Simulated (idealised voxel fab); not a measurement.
process module | voxel transistor to metal
cross-section cut | 170 nm wide | cells 5 nm
A cross-section is a grid of square cells, given in bands from the top down. A band is one or more rows of cells.
Each band's line starts with the height of the band's top and of its bottom, in nm. Then come its materials from left to right, each with its width in nm. One material with "throughout" fills the band from edge to edge. "air" is empty space.
Height 0 is the level under which the wafer as received is all one material. The lowest band goes on downwards, as in "0 down".
A width such as "30 to 40" changes by the same amount from each row of cells to the next, from the band's top row to its bottom row.
"no change" after a step means that no cell of the cross-section changed.
closed voids: empty space of 8 cells or more with no open way to the top, each as width x height at its distance from the left edge, in nm
after a step's settings: what the simulator itself notes on the step
overlay nm, on a step with a mask: how far to the right of its planned place the mask lay; to the left if negative
plan
1 op RECEIVE | material Si
2 op OXIDIZE | depth nm 5
3 op CONFORMAL_DEP | material SiN | thk nm 10
4 op PATTERN | tone cover | mask id ACTIVE | material resist | width nm 95 | thk nm 20 | overlay nm 0
5 op DIRECTIONAL_ETCH | etch materials SiN | depth nm 10
6 op DIRECTIONAL_ETCH | etch materials SiO2 | depth nm 5
7 op DIRECTIONAL_ETCH | etch materials Si | depth nm 35
8 op STRIP | etch materials resist
9 op OXIDIZE | depth nm 5
10 op FILL_DEP | material SiO2 | thk nm 15
11 op CMP | height nm 10
12 op SELECTIVE_ETCH | etch materials SiO2 | depth nm 10
13 op STRIP | etch materials SiN
14 op SELECTIVE_ETCH | etch materials SiO2 | depth nm 5
15 op OXIDIZE | depth nm 5
16 op DIRECTIONAL_DEP | material polySi | thk nm 25
17 op DIRECTIONAL_DEP | material SiCN | thk nm 10
18 op MASKED_ETCH | tone cover | mask id GATE | width nm 25 | etch materials SiCN | depth nm 20 | overlay nm 0
19 op MASKED_ETCH | tone cover | mask id GATE | width nm 25 | etch materials polySi | depth nm 35 | overlay nm 0
20 op CONFORMAL_DEP | material SiO2 | thk nm 5
21 op DIRECTIONAL_ETCH | etch materials SiO2 | depth nm 5
22 op CONFORMAL_DEP | material SiN | thk nm 10
23 op DIRECTIONAL_ETCH | etch materials SiN | depth nm 10
24 op DIRECTIONAL_ETCH | etch materials SiO2 | depth nm 5
25 op EPI | material pSi | thk nm 5
26 op FILL_DEP | material SiO2 | thk nm 10
27 op CMP | height nm 20
28 op STRIP | etch materials polySi
29 op SELECTIVE_ETCH | etch materials SiO2 | depth nm 5
30 op CONFORMAL_DEP | material HfO2 | thk nm 5
31 op CONFORMAL_DEP | material TiN | thk nm 5
32 op FILL_DEP | material W | thk nm 10
33 op CMP | height nm 15
34 op DIRECTIONAL_DEP | material SiO2 | thk nm 15
35 op MASKED_ETCH | tone open | mask id CONTACT | width nm 15 | pitch nm 70 | etch materials SiO2 | depth nm 35 | overlay nm 0
36 op CONFORMAL_DEP | material TiN | thk nm 5
37 op FILL_DEP | material W | thk nm 10
38 op CMP | height nm 30
39 op CONFORMAL_DEP | material SiN | thk nm 5
40 op DIRECTIONAL_DEP | material lowk | thk nm 20
41 op MASKED_ETCH | tone open | mask id METAL_1 | width nm 15 | pitch nm 70 | etch materials lowk | depth nm 20 | overlay nm 0
42 op MASKED_ETCH | tone open | mask id METAL_1 | width nm 15 | pitch nm 70 | etch materials SiN | depth nm 5 | overlay nm 0
43 op CONFORMAL_DEP | material TiN | thk nm 5
44 op FILL_DEP | material W | thk nm 5
45 op CMP | height nm 55
46 op EPI | material Ru | thk nm 5
47 op FILL_DEP | material SiCN | thk nm 5
as received, after step 1
  0 down: Si throughout
  closed voids: none
a wafer at the end: this start, this plan, one mistake
  65 to 60: SiCN throughout
  60 to 55: SiCN 35 | Ru 25 | SiCN 45 | Ru 25 | SiCN 40
  55 to 50: SiN 40 | TiN 15 | SiN 55 | TiN 15 | SiN 45
  50 to 30: lowk throughout
  30 to 15: SiO2 40 | TiN 5 | W 5 | TiN 5 | SiO2 55 | TiN 5 | W 5 | TiN 5 | SiO2 45
  15 to 0: SiO2 40 | TiN 5 | W 5 | TiN 5 | SiN 10 | HfO2 5 | TiN 5 | W 15 | TiN 5 | HfO2 5 | SiN 10 | TiN 5 | W 5 | TiN 5 | SiO2 45
  0 to -5: SiO2 40 | TiN 15 | SiN 10 | HfO2 5 | TiN 25 | HfO2 5 | SiN 10 | TiN 15 | SiO2 45
  -5 to -10: SiO2 35 | pSi 20 | SiO2 10 | HfO2 35 | SiO2 10 | pSi 20 | SiO2 40
  -10 to -45: SiO2 40 | Si 85 | SiO2 45
  -45 down: Si throughout
  closed voids: none
what went wrong: steps 39 and 40 were swapped
